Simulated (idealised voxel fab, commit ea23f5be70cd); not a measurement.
process module | voxel trench capacitor
cross-section cut | 280 nm wide | cells 5 nm
A cross-section is a grid of square cells, given in bands from the top down. A band is one or more rows of cells.
Each band's line starts with the height of the band's top and of its bottom, in nm. Then come its materials from left to right, each with its width in nm. One material with "throughout" fills the band from edge to edge. "air" is empty space.
Height 0 is the level under which the wafer as received is all one material. The lowest band goes on downwards, as in "0 down".
A width such as "30 to 40" changes by the same amount from each row of cells to the next, from the band's top row to its bottom row.
"no change" after a step means that no cell of the cross-section changed.
closed voids: empty space of 8 cells or more with no open way to the top, each as width x height at its distance from the left edge, in nm
after a step's settings: what the simulator itself notes on the step
overlay nm, on a step with a mask: how far to the right of its planned place the mask lay; to the left if negative
plan
1 op RECEIVE | material Si
2 op CONFORMAL_DEP | material SiN | thk nm 10
3 op MASKED_ETCH | tone open | mask id TRENCH | width nm 25 | pitch nm 55 | etch materials SiN | depth nm 10 | overlay nm 0
4 op MASKED_ETCH | tone open | mask id TRENCH | width nm 25 | pitch nm 55 | etch materials Si | depth nm 30 | overlay nm 0
5 op CONFORMAL_DEP | material SiO2 | thk nm 5
6 op FILL_DEP | material polySi | thk nm 5
7 op CMP | height nm 10
as received, after step 1
  0 down: Si throughout
  closed voids: none
a wafer at the end: this start, this plan, one mistake
  10 to 5: SiO2 50 | polySi 15 | SiO2 40 | polySi 15 | SiO2 40 | polySi 15 | SiO2 40 | polySi 15 | SiO2 50
  5 to 0: SiN 45 | SiO2 5 | polySi 15 | SiO2 5 | SiN 30 | SiO2 5 | polySi 15 | SiO2 5 | SiN 30 | SiO2 5 | polySi 15 | SiO2 5 | SiN 30 | SiO2 5 | polySi 15 | SiO2 5 | SiN 45
  0 to -25: Si 45 | SiO2 5 | polySi 15 | SiO2 5 | Si 30 | SiO2 5 | polySi 15 | SiO2 5 | Si 30 | SiO2 5 | polySi 15 | SiO2 5 | Si 30 | SiO2 5 | polySi 15 | SiO2 5 | Si 45
  -25 to -30: Si 45 | SiO2 25 | Si 30 | SiO2 25 | Si 30 | SiO2 25 | Si 30 | SiO2 25 | Si 45
  -30 down: Si throughout
  closed voids: none
what went wrong: step 2 ran as: op CONFORMAL_DEP | material SiN | thk nm 5
